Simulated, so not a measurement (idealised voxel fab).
The following is a process module called voxel plated lines.
245 nm wide, 5 nm square cells: that's cross-section cut.
Bands, listed from the top down, are how a cross-section gets written in this document; the cross-section itself is a grid of square cells, and a band is one or more rows of them.
Each band's line starts with the height of the band's top and of its bottom, in nm. Then come its materials from left to right, each with its width in nm. One material with "all across" fills the band from edge to edge. "blank" is empty space.
For the purposes of this specification, 0 denotes the height below which the wafer in its as-received condition is composed wholly of one material, and the lowermost band, lacking a lower limit, extends downward without end, as expressed in "from 0 down".
Per-row width for "30->40": begins at first number (top row of band), ends at second number (bottom row), increment between rows held constant.
Key: "stayed the same" - step with no changed cell in the cross-section.
"closed voids" means: voids of 8 cells or more that are shut off from the top with no open way through. Written width x height at distance, distance from the left edge, in nm.
Note: text after step settings on the step line = simulator remark on that step.
"overlay nm", when on a step's line for a step with a mask, measures how far to the right of its planned place the mask lay; a negative measure means to the left.

List of planned process steps
1) RECEIVE,material Si
2) CONFORMAL_DEP,material SiO2,thk nm 10
3) DIRECTIONAL_DEP,material TiN,thk nm 5
4) PATTERN,tone open,mask id LINES,material resist,width nm 15,pitch nm 35,thk nm 25,overlay nm 0
5) EPI,material Ru,thk nm 5
6) EPI,material Ru,thk nm 10
7) STRIP,etch materials resist
8) DIRECTIONAL_ETCH,etch materials TiN,depth nm 5
9) CONFORMAL_DEP,material SiCN,thk nm 5

Concerning the first of two wafers, which was run in accordance with the plan

Step 1 complete: cross-section of the wafer as received
    from 0 down  Si all across
    closed voids: none

Sectional view: wafer, after step 2
    from 10 to 0  SiO2 all across
    Heights below 0 show no change.

Sectional view: wafer, after step 3
    from 15 to 10  TiN all across
    Heights below 10 show no change.

Sectional view: wafer, after step 4
    from 40 to 15  95 nm resist, 15 nm blank, 20 nm resist, 15 nm blank, 100 nm resist
    Heights below 15 show no change.

Sectional view: wafer, after step 5
    from 40 to 20  95 nm resist, 15 nm blank, 20 nm resist, 15 nm blank, 100 nm resist
    from 20 to 15  95 nm resist, 15 nm Ru, 20 nm resist, 15 nm Ru, 100 nm resist
    Heights below 15 show no change.

Sectional view: wafer, after step 6
    from 40 to 30  95 nm resist, 15 nm blank, 20 nm resist, 15 nm blank, 100 nm resist
    from 30 to 15  95 nm resist, 15 nm Ru, 20 nm resist, 15 nm Ru, 100 nm resist
    Heights below 15 show no change.

Sectional view: wafer, after step 7
    from 30 to 15  95 nm blank, 15 nm Ru, 20 nm blank, 15 nm Ru, 100 nm blank
    Heights below 15 show no change.

Sectional view: wafer, after step 8
    from 30 to 15  95 nm blank, 15 nm Ru, 20 nm blank, 15 nm Ru, 100 nm blank
    from 15 to 10  95 nm blank, 15 nm TiN, 20 nm blank, 15 nm TiN, 100 nm blank
    Heights below 10 show no change.

Sectional view: wafer, after step 9
    from 35 to 30  90 nm blank, 25 nm SiCN, 10 nm blank, 25 nm SiCN, 95 nm blank
    from 30 to 15  90 nm blank, 5 nm SiCN, 15 nm Ru, 5 nm SiCN, 10 nm blank, 5 nm SiCN, 15 nm Ru, 5 nm SiCN, 95 nm blank
    from 15 to 10  95 nm SiCN, 15 nm TiN, 20 nm SiCN, 15 nm TiN, 100 nm SiCN
    Heights below 10 show no change.

What follows concerns the second wafer, which started out like the first and was meant to follow the very same plan; one mistake crept in when it was run, but everything up to and including step 1 is the same as for the first wafer

Second wafer, section view, time point: scheduled end of step 2: stayed the same

Second wafer, section view, time point: scheduled end of step 3
    from 5 to 0  TiN all across
    Heights below 0 show no change.

Second wafer, section view, time point: scheduled end of step 4
    from 30 to 5  95 nm resist, 15 nm blank, 20 nm resist, 15 nm blank, 100 nm resist
    Heights below 5 show no change.

Second wafer, section view, time point: scheduled end of step 5
    from 30 to 10  95 nm resist, 15 nm blank, 20 nm resist, 15 nm blank, 100 nm resist
    from 10 to 5  95 nm resist, 15 nm Ru, 20 nm resist, 15 nm Ru, 100 nm resist
    Heights below 5 show no change.

Second wafer, section view, time point: scheduled end of step 6
    from 30 to 20  95 nm resist, 15 nm blank, 20 nm resist, 15 nm blank, 100 nm resist
    from 20 to 5  95 nm resist, 15 nm Ru, 20 nm resist, 15 nm Ru, 100 nm resist
    Heights below 5 show no change.

Second wafer, section view, time point: scheduled end of step 7
    from 20 to 5  95 nm blank, 15 nm Ru, 20 nm blank, 15 nm Ru, 100 nm blank
    Heights below 5 show no change.

Second wafer, section view, time point: scheduled end of step 8
    from 20 to 5  95 nm blank, 15 nm Ru, 20 nm blank, 15 nm Ru, 100 nm blank
    from 5 to 0  95 nm blank, 15 nm TiN, 20 nm blank, 15 nm TiN, 100 nm blank
    Heights below 0 show no change.

Second wafer, section view, time point: scheduled end of step 9
    from 25 to 20  90 nm blank, 25 nm SiCN, 10 nm blank, 25 nm SiCN, 95 nm blank
    from 20 to 5  90 nm blank, 5 nm SiCN, 15 nm Ru, 5 nm SiCN, 10 nm blank, 5 nm SiCN, 15 nm Ru, 5 nm SiCN, 95 nm blank
    from 5 to 0  95 nm SiCN, 15 nm TiN, 20 nm SiCN, 15 nm TiN, 100 nm SiCN
    Heights below 0 show no change.
Nonconformance to the process plan: step 2 was left out
The final cell counts differ between the wafers, with the second having more or fewer of some materials than the first: SiO2 -98
